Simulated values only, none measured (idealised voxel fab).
The document below concerns the process module designated voxel lift off.
Displayed cross-section: cut, width of 195 nm, square cells sized 5 nm.
Cross-section, as written here: a square-cell grid given band by band from the top down, where a band holds one or more rows of cells.
A band entry consists of two parts. The first gives the height of the band's top and the height of its bottom, in nm. The rest lists the band's materials from left to right, each with its width in nm. A single material labelled with the word "all across" fills the band from edge to edge, and the word "empty" marks empty space.
Ref level 0: as-received wafer is one material below here. Bottom band extends down with no lower bound ("0..down").
With a width like "30->40", each row of cells in the band differs from the next by the same amount, the top row carrying the first number and the bottom row the second.
Step marked "everything unchanged"? Then no cell in the cross-section changed in it.
Empty spaces without an open route to the top, at least 8 cells in extent, make up the entry "Voids, enclosed"; each is given as width x height at distance, where the distance is measured from the left edge, and all are in nm.
On a step's line, text after the settings is the simulator commenting on that step.
Steps that use a mask can have "overlay nm" on their line. It says how far the mask sat to the right of where it was meant to be. Negative means to the left.

Process steps (planned):
1) RECEIVE | material Si
2) CONFORMAL_DEP | material Al2O3 | thk nm 5
3) PATTERN | tone open | mask id LINES | material resist | width nm 25 | pitch nm 50 | thk nm 30 | overlay nm 0
4) DIRECTIONAL_DEP | material Ru | thk nm 15
5) STRIP | etch materials resist
6) CONFORMAL_DEP | material SiN | thk nm 10

The first of two wafers, run as planned:

Cross-sectional view of the wafer in its as-received condition, corresponding to the state after step 1:
> 0..down | Si all across
> Voids, enclosed: none

Cross-section: wafer state after step 2:
> 5..0 | Al2O3 all across
> At heights below 0, the structure remains unaltered.

Cross-section: wafer state after step 3:
> 35..5 | resist=35, then empty=25, then resist=25, then empty=25, then resist=25, then empty=25, then resist=35
> At heights below 5, the structure remains unaltered.

Cross-section: wafer state after step 4:
> 50..35 | Ru=35, then empty=25, then Ru=25, then empty=25, then Ru=25, then empty=25, then Ru=35
> 35..20 | resist=35, then empty=25, then resist=25, then empty=25, then resist=25, then empty=25, then resist=35
> 20..5 | resist=35, then Ru=25, then resist=25, then Ru=25, then resist=25, then Ru=25, then resist=35
> At heights below 5, the structure remains unaltered.

Cross-section: wafer state after step 5:
> 20..5 | empty=35, then Ru=25, then empty=25, then Ru=25, then empty=25, then Ru=25, then empty=35
> At heights below 5, the structure remains unaltered.

Cross-section: wafer state after step 6:
> 30..20 | empty=25, then SiN=45, then empty=5, then SiN=45, then empty=5, then SiN=45, then empty=25
> 20..15 | empty=25, then SiN=10, then Ru=25, then SiN=10, then empty=5, then SiN=10, then Ru=25, then SiN=10, then empty=5, then SiN=10, then Ru=25, then SiN=10, then empty=25
> 15..5 | SiN=35, then Ru=25, then SiN=25, then Ru=25, then SiN=25, then Ru=25, then SiN=35
> At heights below 5, the structure remains unaltered.

Notes, second wafer: start = first wafer's, plan = first wafer's, execution had one mistake; history identical to first through step 4:

Second wafer: cross-section at the scheduled end of step 5:
> 20..5 | empty=35, then Ru=25, then empty=25, then Ru=25, then empty=25, then Ru=25, then empty=35
> At heights below 5, the structure remains unaltered.

Second wafer: cross-section at the scheduled end of step 6:
> 30..20 | empty=25, then SiN=45, then empty=5, then SiN=45, then empty=5, then SiN=45, then empty=25
> 20..15 | empty=25, then SiN=10, then Ru=25, then SiN=10, then empty=5, then SiN=10, then Ru=25, then SiN=10, then empty=5, then SiN=10, then Ru=25, then SiN=10, then empty=25
> 15..5 | SiN=35, then Ru=25, then SiN=25, then Ru=25, then SiN=25, then Ru=25, then SiN=35
> At heights below 5, the structure remains unaltered.
Diagnosis: step 5 of the plan saw execution twice
Same final cross-section on the two wafers, so the model's numbers don't move because of the mistake.
